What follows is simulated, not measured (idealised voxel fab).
process module | voxel ribs on slabs
cross-section cut | 290 nm wide | cells 5 nm
A cross-section is a grid of square cells, given in bands from the top down. A band is one or more rows of cells.
Each band's line starts with the height of the band's top and of its bottom, in nm. Then come its materials from left to right, each with its width in nm. One material with "throughout" fills the band from edge to edge. "air" is empty space.
Height 0 is the level under which the wafer as received is all one material. The lowest band goes on downwards, as in "0 down".
A width such as "30 to 40" changes by the same amount from each row of cells to the next, from the band's top row to its bottom row.
"no change" after a step means that no cell of the cross-section changed.
closed voids: empty space of 8 cells or more with no open way to the top, each as width x height at its distance from the left edge, in nm
after a step's settings: what the simulator itself notes on the step
overlay nm, on a step with a mask: how far to the right of its planned place the mask lay; to the left if negative
plan
1 op RECEIVE | material Si
2 op DIRECTIONAL_DEP | material SiO2 | thk nm 20
3 op DIRECTIONAL_DEP | material polySi | thk nm 15
4 op MASKED_ETCH | tone cover | mask id RIB | width nm 20 | etch materials polySi | depth nm 10 | overlay nm 0
5 op MASKED_ETCH | tone cover | mask id SLAB | width nm 60 | etch materials polySi | depth nm 5 | overlay nm 0
6 op FILL_DEP | material SiO2 | thk nm 25
7 op CMP | height nm 55
8 op DIRECTIONAL_DEP | material TiN | thk nm 10
9 op DIRECTIONAL_DEP | material aC | thk nm 15
10 op PATTERN | tone cover | mask id HEATER | material resist | width nm 30 | thk nm 30 | overlay nm 0
11 op DIRECTIONAL_ETCH | etch materials aC | depth nm 15
12 op STRIP | etch materials resist
13 op DIRECTIONAL_ETCH | etch materials TiN | depth nm 10
14 op STRIP | etch materials aC
15 op CONFORMAL_DEP | material SiO2 | thk nm 5
as received, after step 1
  0 down: Si throughout
  closed voids: none
a wafer at the end: this start, this plan, one mistake
  70 to 65: air 125 | SiO2 40 | air 125
  65 to 60: air 125 | SiO2 5 | TiN 30 | SiO2 5 | air 125
  60 to 55: SiO2 130 | TiN 30 | SiO2 130
  55 to 30: SiO2 throughout
  30 to 25: SiO2 135 | polySi 20 | SiO2 135
  25 to 20: polySi 115 | SiO2 20 | polySi 20 | SiO2 20 | polySi 115
  20 to 0: SiO2 throughout
  0 down: Si throughout
  closed voids: none
what went wrong: step 5 ran as: op MASKED_ETCH | tone open | mask id SLAB | width nm 60 | etch materials polySi | depth nm 5 | overlay nm 0
